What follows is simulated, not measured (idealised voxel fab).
Process module, titled voxel trench capacitor
This is section cut - it's 230 nm across, gridded in 5 nm square cells.
A cross-section is a grid of square cells, given in bands from the top down. A band is one or more rows of cells. Each band's line starts with the height of the band's top and of its bottom, in nm. Then come its materials from left to right, each with its width in nm. One material with "all across" fills the band from edge to edge. "air" is empty space. Ref level 0: as-received wafer is one material below here. Bottom band extends down with no lower bound ("0 -> down"). Graded width ("30..40"): value in top row of band = first number; value in bottom row = second number; row-to-row change constant. Any step labelled "stayed the same" changed none of the cells in the cross-section. Any empty space of 8 cells or more lacking an open way to the top shows up in "Closed void listing" as width x height at distance, distance from the left edge, in nm. It should be noted that, on the line of a given step, the content following the step's settings is a remark produced by the simulator itself with respect to that step. "overlay nm" answers the question of how far to the right of plan the mask lay on a step that has a mask, and when it is negative the answer is to the left.
**Steps in the process plan**
1 RECEIVE: material Si
2 CONFORMAL_DEP: material SiN, thk nm 10
3 PATTERN: tone open, mask id TRENCH, material resist, width nm 25, pitch nm 55, thk nm 15, overlay nm 0
4 DIRECTIONAL_ETCH: etch materials SiN, depth nm 10
5 DIRECTIONAL_ETCH: etch materials Si, depth nm 30
6 STRIP: etch materials resist
7 CONFORMAL_DEP: material Al2O3, thk nm 5
8 FILL_DEP: material polySi, thk nm 10
9 CMP: height nm 10
**The first wafer of two, processed as planned**
**Step 1 complete: cross-section of the wafer as received**
  0 -> down = Si all across
  Closed void listing: none
**State of the wafer after step 2, shown in cross-section**
  10 -> 0 = SiN all across
  Lower than 0, everything is as it was.
**State of the wafer after step 3, shown in cross-section**
  25 -> 10 = 45 nm resist; 25 nm air; 30 nm resist; 25 nm air; 30 nm resist; 25 nm air; 50 nm resist
  Lower than 10, everything is as it was.
**State of the wafer after step 4, shown in cross-section**
  25 -> 10 = 45 nm resist; 25 nm air; 30 nm resist; 25 nm air; 30 nm resist; 25 nm air; 50 nm resist
  10 -> 0 = 45 nm SiN; 25 nm air; 30 nm SiN; 25 nm air; 30 nm SiN; 25 nm air; 50 nm SiN
  Lower than 0, everything is as it was.
**State of the wafer after step 5, shown in cross-section**
  25 -> 10 = 45 nm resist; 25 nm air; 30 nm resist; 25 nm air; 30 nm resist; 25 nm air; 50 nm resist
  10 -> 0 = 45 nm SiN; 25 nm air; 30 nm SiN; 25 nm air; 30 nm SiN; 25 nm air; 50 nm SiN
  0 -> -30 = 45 nm Si; 25 nm air; 30 nm Si; 25 nm air; 30 nm Si; 25 nm air; 50 nm Si
  Lower than -30, everything is as it was.
**State of the wafer after step 6, shown in cross-section**
  10 -> 0 = 45 nm SiN; 25 nm air; 30 nm SiN; 25 nm air; 30 nm SiN; 25 nm air; 50 nm SiN
  Lower than 0, everything is as it was.
**State of the wafer after step 7, shown in cross-section**
  15 -> 10 = 50 nm Al2O3; 15 nm air; 40 nm Al2O3; 15 nm air; 40 nm Al2O3; 15 nm air; 55 nm Al2O3
  10 -> 0 = 45 nm SiN; 5 nm Al2O3; 15 nm air; 5 nm Al2O3; 30 nm SiN; 5 nm Al2O3; 15 nm air; 5 nm Al2O3; 30 nm SiN; 5 nm Al2O3; 15 nm air; 5 nm Al2O3; 50 nm SiN
  0 -> -25 = 45 nm Si; 5 nm Al2O3; 15 nm air; 5 nm Al2O3; 30 nm Si; 5 nm Al2O3; 15 nm air; 5 nm Al2O3; 30 nm Si; 5 nm Al2O3; 15 nm air; 5 nm Al2O3; 50 nm Si
  -25 -> -30 = 45 nm Si; 25 nm Al2O3; 30 nm Si; 25 nm Al2O3; 30 nm Si; 25 nm Al2O3; 50 nm Si
  Lower than -30, everything is as it was.
**State of the wafer after step 8, shown in cross-section**
  25 -> 15 = polySi all across
  15 -> 10 = 50 nm Al2O3; 15 nm polySi; 40 nm Al2O3; 15 nm polySi; 40 nm Al2O3; 15 nm polySi; 55 nm Al2O3
  10 -> 0 = 45 nm SiN; 5 nm Al2O3; 15 nm polySi; 5 nm Al2O3; 30 nm SiN; 5 nm Al2O3; 15 nm polySi; 5 nm Al2O3; 30 nm SiN; 5 nm Al2O3; 15 nm polySi; 5 nm Al2O3; 50 nm SiN
  0 -> -25 = 45 nm Si; 5 nm Al2O3; 15 nm polySi; 5 nm Al2O3; 30 nm Si; 5 nm Al2O3; 15 nm polySi; 5 nm Al2O3; 30 nm Si; 5 nm Al2O3; 15 nm polySi; 5 nm Al2O3; 50 nm Si
  Lower than -25, everything is as it was.
**State of the wafer after step 9, shown in cross-section**
  10 -> 0 = 45 nm SiN; 5 nm Al2O3; 15 nm polySi; 5 nm Al2O3; 30 nm SiN; 5 nm Al2O3; 15 nm polySi; 5 nm Al2O3; 30 nm SiN; 5 nm Al2O3; 15 nm polySi; 5 nm Al2O3; 50 nm SiN
  Lower than 0, everything is as it was.
**The second wafer was prepared from the same starting point and under the same plan as the first; its processing contained one mistake, and it remains indistinguishable from the first wafer up to and including step 4**
**Cross-section of the second wafer at the time by which step 5 should have been completed according to the plan**
  10 -> 0 = 45 nm SiN; 25 nm air; 30 nm SiN; 25 nm air; 30 nm SiN; 25 nm air; 50 nm SiN
  Lower than 0, everything is as it was.
**Cross-section of the second wafer at the time by which step 6 should have been completed according to the plan**
  10 -> 0 = 45 nm SiN; 25 nm air; 30 nm SiN; 25 nm air; 30 nm SiN; 25 nm air; 50 nm SiN
  0 -> -30 = 45 nm Si; 25 nm air; 30 nm Si; 25 nm air; 30 nm Si; 25 nm air; 50 nm Si
  Lower than -30, everything is as it was.
**Cross-section of the second wafer at the time by which step 7 should have been completed according to the plan**
  15 -> 10 = 50 nm Al2O3; 15 nm air; 40 nm Al2O3; 15 nm air; 40 nm Al2O3; 15 nm air; 55 nm Al2O3
  10 -> 0 = 45 nm SiN; 5 nm Al2O3; 15 nm air; 5 nm Al2O3; 30 nm SiN; 5 nm Al2O3; 15 nm air; 5 nm Al2O3; 30 nm SiN; 5 nm Al2O3; 15 nm air; 5 nm Al2O3; 50 nm SiN
  0 -> -25 = 45 nm Si; 5 nm Al2O3; 15 nm air; 5 nm Al2O3; 30 nm Si; 5 nm Al2O3; 15 nm air; 5 nm Al2O3; 30 nm Si; 5 nm Al2O3; 15 nm air; 5 nm Al2O3; 50 nm Si
  -25 -> -30 = 45 nm Si; 25 nm Al2O3; 30 nm Si; 25 nm Al2O3; 30 nm Si; 25 nm Al2O3; 50 nm Si
  Lower than -30, everything is as it was.
**Cross-section of the second wafer at the time by which step 8 should have been completed according to the plan**
  25 -> 15 = polySi all across
  15 -> 10 = 50 nm Al2O3; 15 nm polySi; 40 nm Al2O3; 15 nm polySi; 40 nm Al2O3; 15 nm polySi; 55 nm Al2O3
  10 -> 0 = 45 nm SiN; 5 nm Al2O3; 15 nm polySi; 5 nm Al2O3; 30 nm SiN; 5 nm Al2O3; 15 nm polySi; 5 nm Al2O3; 30 nm SiN; 5 nm Al2O3; 15 nm polySi; 5 nm Al2O3; 50 nm SiN
  0 -> -25 = 45 nm Si; 5 nm Al2O3; 15 nm polySi; 5 nm Al2O3; 30 nm Si; 5 nm Al2O3; 15 nm polySi; 5 nm Al2O3; 30 nm Si; 5 nm Al2O3; 15 nm polySi; 5 nm Al2O3; 50 nm Si
  Lower than -25, everything is as it was.
**Cross-section of the second wafer at the time by which step 9 should have been completed according to the plan**
  10 -> 0 = 45 nm SiN; 5 nm Al2O3; 15 nm polySi; 5 nm Al2O3; 30 nm SiN; 5 nm Al2O3; 15 nm polySi; 5 nm Al2O3; 30 nm SiN; 5 nm Al2O3; 15 nm polySi; 5 nm Al2O3; 50 nm SiN
  Lower than 0, everything is as it was.
So what did we get wrong on this run? order of steps 5 and 6 inverted relative to the plan
Outcome: the two wafer cross-sections end up identical, and the model's computation is unaffected by the mistake.
